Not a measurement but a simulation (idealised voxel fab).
Process module under the name voxel released beams
Cross-section cut spans 245 nm and uses square cells 5 nm in size.
This document writes a cross-section as a grid whose cells are square, and gives it as bands, listed from the top down; one or more rows of cells form a band. Heights first: top, then bottom, in nm. Then materials, left to right, each with a width in nm. "edge to edge" on a single material: fills the band edge to edge. "empty": empty space. For the purposes of this specification, 0 denotes the height below which the wafer in its as-received condition is composed wholly of one material, and the lowermost band, lacking a lower limit, extends downward without end, as expressed in "top 0, no bottom". Width: "30 to 40" (first number = top row, second number = bottom row, same change from row to row of cells). Take "remained the same" at face value: in the step it is given for, the cross-section changed in none of its cells. "Unvented cavities": sealed empty spaces, 8 cells or more, no open way to top, listed width x height at distance, with distance from the left edge and width, height and distance in nm. That trailing text on a step's line, after the settings, is the simulator's own remark on the step. For masked steps, "overlay nm" on the step line gives how far right of plan the mask actually lay; a minus sign means it lay to the left.

THIS SECTION LISTS THE PROCESS STEPS THAT WERE PLANNED
- 1: RECEIVE with material Si
- 2: CONFORMAL_DEP with material Al2O3, thk nm 5
- 3: DIRECTIONAL_DEP with material SiO2, thk nm 10
- 4: PATTERN with tone open, mask id ANCHOR, material resist, width nm 25, thk nm 20, overlay nm 0
- 5: DIRECTIONAL_ETCH with etch materials SiO2, depth nm 10
- 6: STRIP with etch materials resist
- 7: CONFORMAL_DEP with material SiN, thk nm 10
- 8: MASKED_ETCH with tone cover, mask id BEAM, width nm 105, etch materials SiN, depth nm 10, overlay nm 0
- 9: STRIP with etch materials SiO2

SHOWN IN CROSS-SECTION IS THE WAFER AS RECEIVED, THAT IS, AS IT STANDS AFTER STEP 1
* top 0, no bottom: Si edge to edge
* Unvented cavities: none

LOOK AT THE CROSS-SECTION AFTER THE MODULE: THE WAFER STARTED OUT THE WAY SHOWN ABOVE AND THE PLAN WAS THE ONE SHOWN ABOVE, YET ONE MISTAKE WAS MADE ALONG THE WAY
* top 25, bottom 15: 65 empty  105 SiN  75 empty
* top 15, bottom 10: Al2O3 edge to edge
* top 10, bottom 0: SiO2 edge to edge
* top 0, no bottom: Si edge to edge
* Unvented cavities: none
It is concluded that the wafer was processed incorrectly with respect to the plan, in that swap of plan steps 2 and 3 during execution
